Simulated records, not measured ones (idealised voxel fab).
process module | voxel ribs on slabs
Square cells of 5 nm make up the cross-section cut, whose width is 250 nm.
In this document a cross-section is written as a grid of square cells. It is given as a series of bands, listed from the top down, and a band is one or more rows of cells.
The entry gives the band's vertical extent as a top height and a bottom height in nm, then its horizontal make-up as materials from left to right, each with a width in nm. "blank" stands for empty space; a single material marked "all across" fills the band edge to edge.
Beneath 0, the wafer as received is one material, and that level is where height counting begins. The lowest band goes on downward without a bottom; it is written like "0 and below".
Read "30->40" as a graded width: first number on top, second number at the bottom, same change between each pair of neighbouring rows.
Given "identical to before" for a step, no cell of the cross-section differs between before and after that step.
Heads up: "Closed void listing" only lists the empty pockets with no open path to the top that are 8 cells or more, and it writes them as width x height at distance, distance from the left edge, in nm.
Whatever follows a step's settings on its line is a remark the simulator itself makes about that step.
overlay nm: where the mask lay relative to plan, measured to the right, on steps with a mask; negatives go left.
### Planned step list for the process
1: RECEIVE [material Si]
2: DIRECTIONAL_DEP [material SiO2] [thk nm 30]
3: DIRECTIONAL_DEP [material SiN] [thk nm 15]
4: PATTERN [tone cover] [mask id RIB] [material resist] [width nm 25] [thk nm 15] [overlay nm 0]
5: DIRECTIONAL_ETCH [etch materials SiN] [depth nm 5]
6: STRIP [etch materials resist]
7: MASKED_ETCH [tone cover] [mask id SLAB] [width nm 75] [etch materials SiN] [depth nm 10] [overlay nm 0]
8: FILL_DEP [material SiO2] [thk nm 25]
9: CMP [height nm 60]
10: DIRECTIONAL_DEP [material TiN] [thk nm 10]
11: DIRECTIONAL_DEP [material aC] [thk nm 10]
12: PATTERN [tone cover] [mask id HEATER] [material resist] [width nm 35] [thk nm 30] [overlay nm 0]
13: DIRECTIONAL_ETCH [etch materials aC] [depth nm 10]
14: STRIP [etch materials resist]
15: DIRECTIONAL_ETCH [etch materials TiN] [depth nm 10]
16: STRIP [etch materials aC]
17: CONFORMAL_DEP [material SiN] [thk nm 5]
### First of the two wafers, run per plan
### Step 1 complete: cross-section of the wafer as received
* 0 and below: Si all across
* Closed void listing: none
### So this is the wafer cross-section right after step 2
* 30 down to 0: SiO2 all across
* Under 0: no change, same as before.
### So this is the wafer cross-section right after step 3
* 45 down to 30: SiN all across
* Under 30: no change, same as before.
### So this is the wafer cross-section right after step 4
* 60 down to 45: blank 110 nm | resist 25 nm | blank 115 nm
* Under 45: no change, same as before.
### So this is the wafer cross-section right after step 5
* 60 down to 45: blank 110 nm | resist 25 nm | blank 115 nm
* 45 down to 40: blank 110 nm | SiN 25 nm | blank 115 nm
* Under 40: no change, same as before.
### So this is the wafer cross-section right after step 6
* 45 down to 40: blank 110 nm | SiN 25 nm | blank 115 nm
* Under 40: no change, same as before.
### So this is the wafer cross-section right after step 7
* 45 down to 40: blank 110 nm | SiN 25 nm | blank 115 nm
* 40 down to 30: blank 85 nm | SiN 75 nm | blank 90 nm
* Under 30: no change, same as before.
### So this is the wafer cross-section right after step 8
* 70 down to 45: SiO2 all across
* 45 down to 40: SiO2 110 nm | SiN 25 nm | SiO2 115 nm
* 40 down to 30: SiO2 85 nm | SiN 75 nm | SiO2 90 nm
* Under 30: no change, same as before.
### So this is the wafer cross-section right after step 9
* 60 down to 45: SiO2 all across
* Under 45: no change, same as before.
### So this is the wafer cross-section right after step 10
* 70 down to 60: TiN all across
* Under 60: no change, same as before.
### So this is the wafer cross-section right after step 11
* 80 down to 70: aC all across
* Under 70: no change, same as before.
### So this is the wafer cross-section right after step 12
* 110 down to 80: blank 105 nm | resist 35 nm | blank 110 nm
* Under 80: no change, same as before.
### So this is the wafer cross-section right after step 13
* 100 down to 80: blank 105 nm | resist 35 nm | blank 110 nm
* 80 down to 70: blank 105 nm | aC 35 nm | blank 110 nm
* Under 70: no change, same as before.
### So this is the wafer cross-section right after step 14
* 80 down to 70: blank 105 nm | aC 35 nm | blank 110 nm
* Under 70: no change, same as before.
### So this is the wafer cross-section right after step 15
* 80 down to 70: blank 105 nm | aC 35 nm | blank 110 nm
* 70 down to 60: blank 105 nm | TiN 35 nm | blank 110 nm
* Under 60: no change, same as before.
### So this is the wafer cross-section right after step 16
* 70 down to 60: blank 105 nm | TiN 35 nm | blank 110 nm
* Under 60: no change, same as before.
### So this is the wafer cross-section right after step 17
* 75 down to 70: blank 100 nm | SiN 45 nm | blank 105 nm
* 70 down to 65: blank 100 nm | SiN 5 nm | TiN 35 nm | SiN 5 nm | blank 105 nm
* 65 down to 60: SiN 105 nm | TiN 35 nm | SiN 110 nm
* Under 60: no change, same as before.
### Second wafer - shared start and plan with the first - one error in running - same as the first up to step 3 inclusive
### Cross-section of the second wafer at the time step 4 of the plan should have ended
* 60 down to 45: resist 110 nm | blank 25 nm | resist 115 nm
* Under 45: no change, same as before.
### Cross-section of the second wafer at the time step 5 of the plan should have ended
* 60 down to 45: resist 110 nm | blank 25 nm | resist 115 nm
* 45 down to 40: SiN 110 nm | blank 25 nm | SiN 115 nm
* Under 40: no change, same as before.
### Cross-section of the second wafer at the time step 6 of the plan should have ended
* 45 down to 40: SiN 110 nm | blank 25 nm | SiN 115 nm
* Under 40: no change, same as before.
### Cross-section of the second wafer at the time step 7 of the plan should have ended
* 45 down to 40: blank 85 nm | SiN 25 nm | blank 25 nm | SiN 25 nm | blank 90 nm
* 40 down to 35: blank 85 nm | SiN 75 nm | blank 90 nm
* Under 35: no change, same as before.
### Cross-section of the second wafer at the time step 8 of the plan should have ended
* 70 down to 45: SiO2 all across
* 45 down to 40: SiO2 85 nm | SiN 25 nm | SiO2 25 nm | SiN 25 nm | SiO2 90 nm
* 40 down to 35: SiO2 85 nm | SiN 75 nm | SiO2 90 nm
* Under 35: no change, same as before.
### Cross-section of the second wafer at the time step 9 of the plan should have ended
* 60 down to 45: SiO2 all across
* Under 45: no change, same as before.
### Cross-section of the second wafer at the time step 10 of the plan should have ended
* 70 down to 60: TiN all across
* Under 60: no change, same as before.
### Cross-section of the second wafer at the time step 11 of the plan should have ended
* 80 down to 70: aC all across
* Under 70: no change, same as before.
### Cross-section of the second wafer at the time step 12 of the plan should have ended
* 110 down to 80: blank 105 nm | resist 35 nm | blank 110 nm
* Under 80: no change, same as before.
### Cross-section of the second wafer at the time step 13 of the plan should have ended
* 100 down to 80: blank 105 nm | resist 35 nm | blank 110 nm
* 80 down to 70: blank 105 nm | aC 35 nm | blank 110 nm
* Under 70: no change, same as before.
### Cross-section of the second wafer at the time step 14 of the plan should have ended
* 80 down to 70: blank 105 nm | aC 35 nm | blank 110 nm
* Under 70: no change, same as before.
### Cross-section of the second wafer at the time step 15 of the plan should have ended
* 80 down to 70: blank 105 nm | aC 35 nm | blank 110 nm
* 70 down to 60: blank 105 nm | TiN 35 nm | blank 110 nm
* Under 60: no change, same as before.
### Cross-section of the second wafer at the time step 16 of the plan should have ended
* 70 down to 60: blank 105 nm | TiN 35 nm | blank 110 nm
* Under 60: no change, same as before.
### Cross-section of the second wafer at the time step 17 of the plan should have ended
* 75 down to 70: blank 100 nm | SiN 45 nm | blank 105 nm
* 70 down to 65: blank 100 nm | SiN 5 nm | TiN 35 nm | SiN 5 nm | blank 105 nm
* 65 down to 60: SiN 105 nm | TiN 35 nm | SiN 110 nm
* Under 60: no change, same as before.
Diagnosis: heads up, step 4 didn't go per plan, it actually ran as PATTERN [tone open] [mask id RIB] [material resist] [width nm 25] [thk nm 15] [overlay nm 0]
At the finish, the second wafer shows more or fewer cells for some materials than the first does: 40 more of SiN, 40 fewer of SiO2
